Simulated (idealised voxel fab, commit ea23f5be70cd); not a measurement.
Process module heading - voxel ribs on slabs
FYI the section here is cut, 250 nm wide, cells are 5 nm squares.
Cross-section layout: square cells on a grid; listed as bands, top to bottom; a band spans one or more cell rows.
The entry gives the band's vertical extent as a top height and a bottom height in nm, then its horizontal make-up as materials from left to right, each with a width in nm. "blank" stands for empty space; a single material marked "all across" fills the band edge to edge.
Heads up on the height convention: 0 is the point under which the incoming wafer is all one material, and the lowest band has no bottom, it just keeps going down, like "from 0 down".
Width spec "30->40" -> top row of cells at first value, bottom row at second value, equal per-row change in between.
A step reported as "nothing different" is a step in which no cell of the cross-section changed.
This entry, "Sealed internal voids", enumerates those empty regions of no fewer than 8 cells that possess no open connection to the top. Each region is reported in the form width x height at distance, the distance being taken from the left edge, with all three quantities expressed in nm.
Text after the settings on a step's line: the simulator's own remark on that step.
A step's line can hold "overlay nm"; with a mask on that step, the setting says how far right of the planned place the mask lay, while a negative setting says it lay to the left.

**Process steps foreseen in the plan**
- 1: RECEIVE [material Si]
- 2: DIRECTIONAL_DEP [material SiO2] [thk nm 20]
- 3: DIRECTIONAL_DEP [material SiN] [thk nm 25]
- 4: PATTERN [tone cover] [mask id RIB] [material resist] [width nm 25] [thk nm 15] [overlay nm 0]
- 5: DIRECTIONAL_ETCH [etch materials SiN] [depth nm 5]
- 6: STRIP [etch materials resist]
- 7: DIRECTIONAL_DEP [material aC] [thk nm 10]
- 8: PATTERN [tone cover] [mask id SLAB] [material resist] [width nm 55] [thk nm 25] [overlay nm 0]
- 9: DIRECTIONAL_ETCH [etch materials aC] [depth nm 10]
- 10: STRIP [etch materials resist]
- 11: DIRECTIONAL_ETCH [etch materials SiN] [depth nm 20]
- 12: STRIP [etch materials aC]
- 13: FILL_DEP [material SiO2] [thk nm 25]
- 14: CMP [height nm 65]
- 15: DIRECTIONAL_DEP [material TiN] [thk nm 10]
- 16: DIRECTIONAL_DEP [material aC] [thk nm 15]
- 17: PATTERN [tone cover] [mask id HEATER] [material resist] [width nm 35] [thk nm 35] [overlay nm 0]
- 18: DIRECTIONAL_ETCH [etch materials aC] [depth nm 15]
- 19: STRIP [etch materials resist]
- 20: DIRECTIONAL_ETCH [etch materials TiN] [depth nm 10]
- 21: STRIP [etch materials aC]
- 22: CONFORMAL_DEP [material SiN] [thk nm 10]

**First out of two wafers; run went to plan**

**Cross-sectional view of the wafer in its as-received condition, corresponding to the state after step 1**
> from 0 down = Si all across
> Sealed internal voids: none

**Cross-section of the wafer subsequent to step 2**
> from 20 to 0 = SiO2 all across
> Under 0: no change, same as before.

**Cross-section of the wafer subsequent to step 3**
> from 45 to 20 = SiN all across
> Under 20: no change, same as before.

**Cross-section of the wafer subsequent to step 4**
> from 60 to 45 = blank 110 nm / resist 25 nm / blank 115 nm
> Under 45: no change, same as before.

**Cross-section of the wafer subsequent to step 5**
> from 60 to 45 = blank 110 nm / resist 25 nm / blank 115 nm
> from 45 to 40 = blank 110 nm / SiN 25 nm / blank 115 nm
> Under 40: no change, same as before.

**Cross-section of the wafer subsequent to step 6**
> from 45 to 40 = blank 110 nm / SiN 25 nm / blank 115 nm
> Under 40: no change, same as before.

**Cross-section of the wafer subsequent to step 7**
> from 55 to 50 = blank 110 nm / aC 25 nm / blank 115 nm
> from 50 to 45 = aC all across
> from 45 to 40 = aC 110 nm / SiN 25 nm / aC 115 nm
> Under 40: no change, same as before.

**Cross-section of the wafer subsequent to step 8**
> from 80 to 55 = blank 95 nm / resist 55 nm / blank 100 nm
> from 55 to 50 = blank 95 nm / resist 15 nm / aC 25 nm / resist 15 nm / blank 100 nm
> Under 50: no change, same as before.

**Cross-section of the wafer subsequent to step 9**
> from 70 to 55 = blank 95 nm / resist 55 nm / blank 100 nm
> from 55 to 50 = blank 95 nm / resist 15 nm / aC 25 nm / resist 15 nm / blank 100 nm
> from 50 to 45 = blank 95 nm / aC 55 nm / blank 100 nm
> from 45 to 40 = blank 95 nm / aC 15 nm / SiN 25 nm / aC 15 nm / blank 100 nm
> Under 40: no change, same as before.

**Cross-section of the wafer subsequent to step 10**
> from 55 to 45 = blank 110->95 nm / aC 25->55 nm / blank 115->100 nm
> Under 45: no change, same as before.

**Cross-section of the wafer subsequent to step 11**
> from 55 to 45 = blank 110->95 nm / aC 25->55 nm / blank 115->100 nm
> from 45 to 40 = blank 95 nm / aC 15 nm / SiN 25 nm / aC 15 nm / blank 100 nm
> from 40 to 20 = blank 95 nm / SiN 55 nm / blank 100 nm
> Under 20: no change, same as before.

**Cross-section of the wafer subsequent to step 12**
> from 45 to 40 = blank 110 nm / SiN 25 nm / blank 115 nm
> Under 40: no change, same as before.

**Cross-section of the wafer subsequent to step 13**
> from 70 to 45 = SiO2 all across
> from 45 to 40 = SiO2 110 nm / SiN 25 nm / SiO2 115 nm
> from 40 to 20 = SiO2 95 nm / SiN 55 nm / SiO2 100 nm
> Under 20: no change, same as before.

**Cross-section of the wafer subsequent to step 14**
> from 65 to 45 = SiO2 all across
> Under 45: no change, same as before.

**Cross-section of the wafer subsequent to step 15**
> from 75 to 65 = TiN all across
> Under 65: no change, same as before.

**Cross-section of the wafer subsequent to step 16**
> from 90 to 75 = aC all across
> Under 75: no change, same as before.

**Cross-section of the wafer subsequent to step 17**
> from 125 to 90 = blank 105 nm / resist 35 nm / blank 110 nm
> Under 90: no change, same as before.

**Cross-section of the wafer subsequent to step 18**
> from 110 to 90 = blank 105 nm / resist 35 nm / blank 110 nm
> from 90 to 75 = blank 105 nm / aC 35 nm / blank 110 nm
> Under 75: no change, same as before.

**Cross-section of the wafer subsequent to step 19**
> from 90 to 75 = blank 105 nm / aC 35 nm / blank 110 nm
> Under 75: no change, same as before.

**Cross-section of the wafer subsequent to step 20**
> from 90 to 75 = blank 105 nm / aC 35 nm / blank 110 nm
> from 75 to 65 = blank 105 nm / TiN 35 nm / blank 110 nm
> Under 65: no change, same as before.

**Cross-section of the wafer subsequent to step 21**
> from 75 to 65 = blank 105 nm / TiN 35 nm / blank 110 nm
> Under 65: no change, same as before.

**Cross-section of the wafer subsequent to step 22**
> from 85 to 75 = blank 95 nm / SiN 55 nm / blank 100 nm
> from 75 to 65 = SiN 105 nm / TiN 35 nm / SiN 110 nm
> Under 65: no change, same as before.

**Regarding the second of the two wafers: it shared the first wafer's starting condition and process plan, yet one error occurred during its execution. Its history coincides with that of the first wafer up to and including step 21**

**Second wafer, cross-section, planned end of step 22**
> from 85 to 75 = blank 95 nm / TiN 55 nm / blank 100 nm
> from 75 to 65 = TiN all across
> Under 65: no change, same as before.
Against the plan, the run slipped here: step 22 was not run as planned; what actually ran was CONFORMAL_DEP [material TiN] [thk nm 10]
The second wafer ends with more or fewer cells of some materials than the first, per final count: -108 SiN | +108 TiN
